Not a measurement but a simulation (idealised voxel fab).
The process module that follows is named voxel transistor to metal.
Xsec cut, 170 nm wide, square cell size 5 nm.
Cross-section, as written here: a square-cell grid given band by band from the top down, where a band holds one or more rows of cells. Band entry format. Leading values: height of top, height of bottom, nm. Remainder: materials in left-to-right order, each with its width in nm. Special words: "everywhere" on a single material, which then fills the band edge to edge; "empty", empty space. Heights are measured from 0, the level below which the as-received wafer is all one material; the lowest band has no bottom and continues downward, written as in "top 0, no bottom". Per-row width for "30..40": begins at first number (top row of band), ends at second number (bottom row), increment between rows held constant. You'll sometimes find "no modifications" written for a step, and that's the way of saying that nowhere in the cross-section did a cell change during that step. "Tabulated closed voids" - sealed voids, min. 8 cells, no opening to top; format: width x height at distance (distance from left edge; nm throughout). Step line, after settings: the simulator's comment on this step. The "overlay nm" setting may appear on a step's line; for a step that uses a mask, it gives how far to the right of its planned position the mask lay, and a negative value indicates the left.
-- Steps planned for the process
1 op RECEIVE | material Si
2 op OXIDIZE | depth nm 5
3 op CONFORMAL_DEP | material SiN | thk nm 10
4 op DIRECTIONAL_DEP | material aC | thk nm 10
5 op PATTERN | tone cover | mask id ACTIVE | material resist | width nm 105 | thk nm 25 | overlay nm 0
6 op DIRECTIONAL_ETCH | etch materials aC | depth nm 10
7 op STRIP | etch materials resist
8 op DIRECTIONAL_ETCH | etch materials SiN | depth nm 10
9 op DIRECTIONAL_ETCH | etch materials SiO2 | depth nm 5
10 op DIRECTIONAL_ETCH | etch materials Si | depth nm 30
11 op STRIP | etch materials aC
12 op FILL_DEP | material SiO2 | thk nm 10
13 op CMP | height nm 10
14 op SELECTIVE_ETCH | etch materials SiO2 | depth nm 10
15 op STRIP | etch materials SiN
16 op SELECTIVE_ETCH | etch materials SiO2 | depth nm 5
17 op OXIDIZE | depth nm 5
18 op DIRECTIONAL_DEP | material polySi | thk nm 30
19 op DIRECTIONAL_DEP | material SiCN | thk nm 15
20 op DIRECTIONAL_DEP | material aC | thk nm 10
21 op PATTERN | tone cover | mask id GATE | material resist | width nm 25 | thk nm 25 | overlay nm 0
22 op DIRECTIONAL_ETCH | etch materials aC | depth nm 10
23 op STRIP | etch materials resist
24 op DIRECTIONAL_ETCH | etch materials SiCN | depth nm 25
25 op DIRECTIONAL_ETCH | etch materials polySi | depth nm 40
26 op STRIP | etch materials aC
27 op CONFORMAL_DEP | material SiN | thk nm 10
28 op DIRECTIONAL_ETCH | etch materials SiN | depth nm 10
29 op DIRECTIONAL_ETCH | etch materials SiO2 | depth nm 5
30 op DIRECTIONAL_ETCH | etch materials Si | depth nm 5
31 op EPI | material nSi | thk nm 5
32 op FILL_DEP | material SiO2 | thk nm 5
33 op CMP | height nm 25
34 op STRIP | etch materials polySi
35 op SELECTIVE_ETCH | etch materials SiO2 | depth nm 5
36 op CONFORMAL_DEP | material HfO2 | thk nm 5
37 op CONFORMAL_DEP | material TiN | thk nm 5
38 op FILL_DEP | material W | thk nm 5
39 op CMP | height nm 20
40 op DIRECTIONAL_DEP | material SiO2 | thk nm 10
41 op MASKED_ETCH | tone open | mask id CONTACT | width nm 20 | pitch nm 75 | etch materials SiO2 | depth nm 40 | overlay nm 0
42 op CONFORMAL_DEP | material TiN | thk nm 5
43 op FILL_DEP | material Ru | thk nm 10
44 op CMP | height nm 30
45 op CONFORMAL_DEP | material SiCN | thk nm 5
46 op DIRECTIONAL_DEP | material SiO2 | thk nm 25
47 op DIRECTIONAL_DEP | material aC | thk nm 10
48 op PATTERN | tone open | mask id METAL_1 | material resist | width nm 20 | pitch nm 75 | thk nm 30 | overlay nm 0
49 op DIRECTIONAL_ETCH | etch materials aC | depth nm 10
50 op STRIP | etch materials resist
51 op DIRECTIONAL_ETCH | etch materials SiO2 | depth nm 25
52 op DIRECTIONAL_ETCH | etch materials SiCN | depth nm 5
53 op STRIP | etch materials aC
54 op CONFORMAL_DEP | material TiN | thk nm 5
55 op FILL_DEP | material Cu | thk nm 5
56 op CMP | height nm 60
57 op CONFORMAL_DEP | material SiN | thk nm 5
-- As-received state of the wafer in cross-section, equivalent to post-step 1
top 0, no bottom  Si everywhere
Tabulated closed voids: none
-- Wafer at module end, in section. Began as above, planned as above, run with one mistake
top 65, bottom 60  SiN everywhere
top 60, bottom 35  35 nm SiO2, 5 nm TiN, 10 nm Cu, 5 nm TiN, 55 nm SiO2, 5 nm TiN, 10 nm Cu, 5 nm TiN, 40 nm SiO2
top 35, bottom 30  35 nm SiCN, 20 nm TiN, 55 nm SiCN, 20 nm TiN, 40 nm SiCN
top 30, bottom 20  40 nm SiO2, 5 nm TiN, 10 nm Ru, 5 nm TiN, 55 nm SiO2, 5 nm TiN, 10 nm Ru, 5 nm TiN, 35 nm SiO2
top 20, bottom 0  40 nm SiO2, 5 nm TiN, 10 nm Ru, 5 nm TiN, 10 nm SiN, 5 nm HfO2, 5 nm TiN, 5 nm W, 5 nm TiN, 5 nm HfO2, 10 nm SiN, 10 nm SiO2, 5 nm TiN, 10 nm Ru, 5 nm TiN, 35 nm SiO2
top 0, bottom -5  40 nm SiO2, 5 nm TiN, 5 nm Ru, 10 nm TiN, 10 nm SiN, 5 nm HfO2, 15 nm TiN, 5 nm HfO2, 10 nm SiN, 10 nm SiO2, 5 nm TiN, 10 nm Ru, 5 nm TiN, 35 nm SiO2
top -5, bottom -10  40 nm SiO2, 15 nm TiN, 5 nm nSi, 5 nm SiO2, 35 nm HfO2, 5 nm SiO2, 5 nm nSi, 5 nm SiO2, 20 nm TiN, 35 nm SiO2
top -10, bottom -15  30 nm SiO2, 30 nm nSi, 45 nm Si, 30 nm nSi, 35 nm SiO2
top -15, bottom -35  30 nm SiO2, 105 nm Si, 35 nm SiO2
top -35, no bottom  Si everywhere
Tabulated closed voids: none
What broke from the plan during processing? step 41 did not use the planned setting and instead ran as op MASKED_ETCH | tone open | mask id CONTACT | width nm 20 | pitch nm 75 | etch materials SiO2 | depth nm 40 | overlay nm 5
